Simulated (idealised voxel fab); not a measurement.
process module | voxel spacer lines
cross-section cut | 275 nm wide | cells 5 nm
A cross-section is a grid of square cells, given in bands from the top down. A band is one or more rows of cells.
Each band's line starts with the height of the band's top and of its bottom, in nm. Then come its materials from left to right, each with its width in nm. One material with "throughout" fills the band from edge to edge. "air" is empty space.
Height 0 is the level under which the wafer as received is all one material. The lowest band goes on downwards, as in "0 down".
A width such as "30 to 40" changes by the same amount from each row of cells to the next, from the band's top row to its bottom row.
"no change" after a step means that no cell of the cross-section changed.
closed voids: empty space of 8 cells or more with no open way to the top, each as width x height at its distance from the left edge, in nm
after a step's settings: what the simulator itself notes on the step
overlay nm, on a step with a mask: how far to the right of its planned place the mask lay; to the left if negative
plan
1 op RECEIVE | material Si
2 op CONFORMAL_DEP | material Al2O3 | thk nm 5
3 op DIRECTIONAL_DEP | material SiN | thk nm 15
4 op DIRECTIONAL_DEP | material polySi | thk nm 20
5 op PATTERN | tone cover | mask id MANDREL | material resist | width nm 25 | pitch nm 70 | thk nm 25 | overlay nm 0
6 op DIRECTIONAL_ETCH | etch materials polySi | depth nm 20
7 op STRIP | etch materials resist
8 op CONFORMAL_DEP | material SiO2 | thk nm 10
9 op DIRECTIONAL_ETCH | etch materials SiO2 | depth nm 10
10 op STRIP | etch materials polySi
11 op DIRECTIONAL_ETCH | etch materials SiN | depth nm 15
12 op STRIP | etch materials SiO2
first wafer, as planned
as received, after step 1
  0 down: Si throughout
  closed voids: none
after step 2
  5 to 0: Al2O3 throughout
  below 0: unchanged
after step 3
  20 to 5: SiN throughout
  below 5: unchanged
after step 4
  40 to 20: polySi throughout
  below 20: unchanged
after step 5
  65 to 40: air 55 | resist 25 | air 45 | resist 25 | air 45 | resist 25 | air 55
  below 40: unchanged
after step 6
  65 to 40: air 55 | resist 25 | air 45 | resist 25 | air 45 | resist 25 | air 55
  40 to 20: air 55 | polySi 25 | air 45 | polySi 25 | air 45 | polySi 25 | air 55
  below 20: unchanged
after step 7
  40 to 20: air 55 | polySi 25 | air 45 | polySi 25 | air 45 | polySi 25 | air 55
  below 20: unchanged
after step 8
  50 to 40: air 45 | SiO2 45 | air 25 | SiO2 45 | air 25 | SiO2 45 | air 45
  40 to 30: air 45 | SiO2 10 | polySi 25 | SiO2 10 | air 25 | SiO2 10 | polySi 25 | SiO2 10 | air 25 | SiO2 10 | polySi 25 | SiO2 10 | air 45
  30 to 20: SiO2 55 | polySi 25 | SiO2 45 | polySi 25 | SiO2 45 | polySi 25 | SiO2 55
  below 20: unchanged
after step 9
  40 to 20: air 45 | SiO2 10 | polySi 25 | SiO2 10 | air 25 | SiO2 10 | polySi 25 | SiO2 10 | air 25 | SiO2 10 | polySi 25 | SiO2 10 | air 45
  below 20: unchanged
after step 10
  40 to 20: air 45 | SiO2 10 | air 25 | SiO2 10 | air 25 | SiO2 10 | air 25 | SiO2 10 | air 25 | SiO2 10 | air 25 | SiO2 10 | air 45
  below 20: unchanged
after step 11
  40 to 20: air 45 | SiO2 10 | air 25 | SiO2 10 | air 25 | SiO2 10 | air 25 | SiO2 10 | air 25 | SiO2 10 | air 25 | SiO2 10 | air 45
  20 to 5: air 45 | SiN 10 | air 25 | SiN 10 | air 25 | SiN 10 | air 25 | SiN 10 | air 25 | SiN 10 | air 25 | SiN 10 | air 45
  below 5: unchanged
after step 12
  20 to 5: air 45 | SiN 10 | air 25 | SiN 10 | air 25 | SiN 10 | air 25 | SiN 10 | air 25 | SiN 10 | air 25 | SiN 10 | air 45
  below 5: unchanged
second wafer: like start, like plan, one mistake. Through step 4 it matches the first wafer
when step 5 should have ended
  65 to 40: resist 55 | air 25 | resist 45 | air 25 | resist 45 | air 25 | resist 55
  below 40: unchanged
when step 6 should have ended
  65 to 40: resist 55 | air 25 | resist 45 | air 25 | resist 45 | air 25 | resist 55
  40 to 20: polySi 55 | air 25 | polySi 45 | air 25 | polySi 45 | air 25 | polySi 55
  below 20: unchanged
when step 7 should have ended
  40 to 20: polySi 55 | air 25 | polySi 45 | air 25 | polySi 45 | air 25 | polySi 55
  below 20: unchanged
when step 8 should have ended
  50 to 40: SiO2 65 | air 5 | SiO2 65 | air 5 | SiO2 65 | air 5 | SiO2 65
  40 to 30: polySi 55 | SiO2 10 | air 5 | SiO2 10 | polySi 45 | SiO2 10 | air 5 | SiO2 10 | polySi 45 | SiO2 10 | air 5 | SiO2 10 | polySi 55
  30 to 20: polySi 55 | SiO2 25 | polySi 45 | SiO2 25 | polySi 45 | SiO2 25 | polySi 55
  below 20: unchanged
when step 9 should have ended
  40 to 20: polySi 55 | SiO2 10 | air 5 | SiO2 10 | polySi 45 | SiO2 10 | air 5 | SiO2 10 | polySi 45 | SiO2 10 | air 5 | SiO2 10 | polySi 55
  below 20: unchanged
when step 10 should have ended
  40 to 20: air 55 | SiO2 10 | air 5 | SiO2 10 | air 45 | SiO2 10 | air 5 | SiO2 10 | air 45 | SiO2 10 | air 5 | SiO2 10 | air 55
  below 20: unchanged
when step 11 should have ended
  40 to 20: air 55 | SiO2 10 | air 5 | SiO2 10 | air 45 | SiO2 10 | air 5 | SiO2 10 | air 45 | SiO2 10 | air 5 | SiO2 10 | air 55
  20 to 5: air 55 | SiN 10 | air 5 | SiN 10 | air 45 | SiN 10 | air 5 | SiN 10 | air 45 | SiN 10 | air 5 | SiN 10 | air 55
  below 5: unchanged
when step 12 should have ended
  20 to 5: air 55 | SiN 10 | air 5 | SiN 10 | air 45 | SiN 10 | air 5 | SiN 10 | air 45 | SiN 10 | air 5 | SiN 10 | air 55
  below 5: unchanged
what went wrong: step 5 ran as: op PATTERN | tone open | mask id MANDREL | material resist | width nm 25 | pitch nm 70 | thk nm 25 | overlay nm 0
at the end the second wafer has, in cells: as many of each material as the first, in other places
